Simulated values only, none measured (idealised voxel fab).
process module | voxel quadruple lines
cross-section cut | 285 nm wide | cells 5 nm
A cross-section is a grid of square cells, given in bands from the top down. A band is one or more rows of cells.
Each band's line starts with the height of the band's top and of its bottom, in nm. Then come its materials from left to right, each with its width in nm. One material with "throughout" fills the band from edge to edge. "air" is empty space.
Height 0 is the level under which the wafer as received is all one material. The lowest band goes on downwards, as in "0 down".
A width such as "30 to 40" changes by the same amount from each row of cells to the next, from the band's top row to its bottom row.
"no change" after a step means that no cell of the cross-section changed.
closed voids: empty space of 8 cells or more with no open way to the top, each as width x height at its distance from the left edge, in nm
after a step's settings: what the simulator itself notes on the step
overlay nm, on a step with a mask: how far to the right of its planned place the mask lay; to the left if negative
plan
1 op RECEIVE | material Si
2 op CONFORMAL_DEP | material SiO2 | thk nm 5
3 op DIRECTIONAL_DEP | material W | thk nm 10
4 op DIRECTIONAL_DEP | material polySi | thk nm 20
5 op DIRECTIONAL_DEP | material aC | thk nm 25
6 op PATTERN | tone cover | mask id MANDREL | material resist | width nm 20 | pitch nm 60 | thk nm 35 | overlay nm 0
7 op DIRECTIONAL_ETCH | etch materials aC | depth nm 25
8 op STRIP | etch materials resist
9 op CONFORMAL_DEP | material SiO2 | thk nm 10
10 op DIRECTIONAL_ETCH | etch materials SiO2 | depth nm 10
11 op STRIP | etch materials aC
12 op DIRECTIONAL_ETCH | etch materials polySi | depth nm 20
13 op STRIP | etch materials SiO2
14 op CONFORMAL_DEP | material SiCN | thk nm 5
15 op DIRECTIONAL_ETCH | etch materials SiCN | depth nm 5
16 op STRIP | etch materials polySi
17 op DIRECTIONAL_ETCH | etch materials W | depth nm 10
18 op STRIP | etch materials SiCN
as received, after step 1
  0 down: Si throughout
  closed voids: none
first wafer at the end, as planned
  15 to 5: air 85 | W 5 | air 10 | W 5 | air 10 | W 5 | air 10 | W 5 | air 10 | W 5 | air 10 | W 5 | air 10 | W 5 | air 10 | W 5 | air 90
  5 to 0: SiO2 throughout
  0 down: Si throughout
  closed voids: none
second wafer at the end: like start, like plan, one mistake
  15 to 5: air 85 | W 5 | air 10 | W 5 | air 10 | W 5 | air 10 | W 5 | air 10 | W 5 | air 10 | W 5 | air 10 | W 5 | air 10 | W 5 | air 90
  5 to 0: W throughout
  0 down: Si throughout
  closed voids: none
what went wrong: step 2 ran as: op CONFORMAL_DEP | material W | thk nm 5
at the end the second wafer has, in cells: 57 fewer of SiO2 | 57 more of W
